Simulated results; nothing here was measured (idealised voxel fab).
Name of the process module below: voxel air gaps
cross-section cut | 260 nm wide | cells 5 nm
Throughout this document, each cross-section is represented as a grid of square cells and is presented as a sequence of bands enumerated from the top downward, where a band comprises one or more rows of cells.
This entry defines a band. It first specifies the height of the band's top and the height of its bottom in nm, and then specifies the band's materials from left to right, stating each material with its width in nm. The word "full width" identifies a single material that fills the band from edge to edge, while the word "blank" identifies empty space.
Note: height 0 marks the level under which the wafer is uniformly one material as received. Lowest band unbounded below, written "0 and below".
The notation "30->40" denotes a width that varies across the rows of cells in the band, beginning at the first number in the top row, finishing at the second number in the bottom row, and changing by an identical amount from each row to the next.
Key: "stayed the same" - step with no changed cell in the cross-section.
Fully closed voids: empty space of 8 cells or more with no open way to the top, each as width x height at its distance from the left edge, in nm
Whatever follows a step's settings on its line is a remark the simulator itself makes about that step.
You can add "overlay nm" to a step's line. For a step with a mask, it describes how far the mask lay to the right of its planned position, and a negative number describes a lay to the left.

So here's the lineup of process steps we planned:
- 1: RECEIVE,material Si
- 2: CONFORMAL_DEP,material SiO2,thk nm 10
- 3: CONFORMAL_DEP,material SiCN,thk nm 5
- 4: DIRECTIONAL_DEP,material lowk,thk nm 35
- 5: DIRECTIONAL_DEP,material aC,thk nm 10
- 6: PATTERN,tone open,mask id LINES,material resist,width nm 25,pitch nm 55,thk nm 30,overlay nm 0
- 7: DIRECTIONAL_ETCH,etch materials aC,depth nm 10
- 8: STRIP,etch materials resist
- 9: DIRECTIONAL_ETCH,etch materials lowk,depth nm 35
- 10: STRIP,etch materials aC
- 11: CONFORMAL_DEP,material TiN,thk nm 5
- 12: FILL_DEP,material Ru,thk nm 10
- 13: CMP,height nm 50
- 14: EPI,material Ru,thk nm 10
- 15: SELECTIVE_ETCH,etch materials lowk,depth nm 45
- 16: CONFORMAL_DEP,material SiCN,thk nm 5

Cross-sectional view of the wafer in its as-received condition, corresponding to the state after step 1:
	0 and below  Si full width
	Fully closed voids: none

What the wafer looks like in cross-section after this module, when it starts as shown above and follows the plan above but one mistake is made in running it:
	65 down to 60  blank 30 nm, SiCN 220 nm, blank 10 nm
	60 down to 50  blank 30 nm, SiCN 5 nm, Ru 45 nm, SiCN 10 nm, Ru 45 nm, SiCN 10 nm, Ru 45 nm, SiCN 10 nm, Ru 45 nm, SiCN 5 nm, blank 10 nm
	50 down to 45  blank 30 nm, SiCN 15 nm, TiN 5 nm, Ru 15 nm, TiN 5 nm, SiCN 30 nm, TiN 5 nm, Ru 15 nm, TiN 5 nm, SiCN 30 nm, TiN 5 nm, Ru 15 nm, TiN 5 nm, SiCN 30 nm, TiN 5 nm, Ru 15 nm, TiN 5 nm, SiCN 15 nm, blank 10 nm
	45 down to 20  blank 40 nm, SiCN 5 nm, TiN 5 nm, Ru 15 nm, TiN 5 nm, SiCN 5 nm, blank 20 nm, SiCN 5 nm, TiN 5 nm, Ru 15 nm, TiN 5 nm, SiCN 5 nm, blank 20 nm, SiCN 5 nm, TiN 5 nm, Ru 15 nm, TiN 5 nm, SiCN 5 nm, blank 20 nm, SiCN 5 nm, TiN 5 nm, Ru 15 nm, TiN 5 nm, SiCN 5 nm, blank 20 nm
	20 down to 15  SiCN 45 nm, TiN 25 nm, SiCN 30 nm, TiN 25 nm, SiCN 30 nm, TiN 25 nm, SiCN 30 nm, TiN 25 nm, SiCN 25 nm
	15 down to 10  SiCN full width
	10 down to 0  SiO2 full width
	0 and below  Si full width
	Fully closed voids: 20 x 25 at 75; 20 x 25 at 130; 20 x 25 at 185
Error vs. plan: step 6 ran differently from the plan; actual operation with settings: PATTERN,tone open,mask id LINES,material resist,width nm 25,pitch nm 55,thk nm 30,overlay nm 10
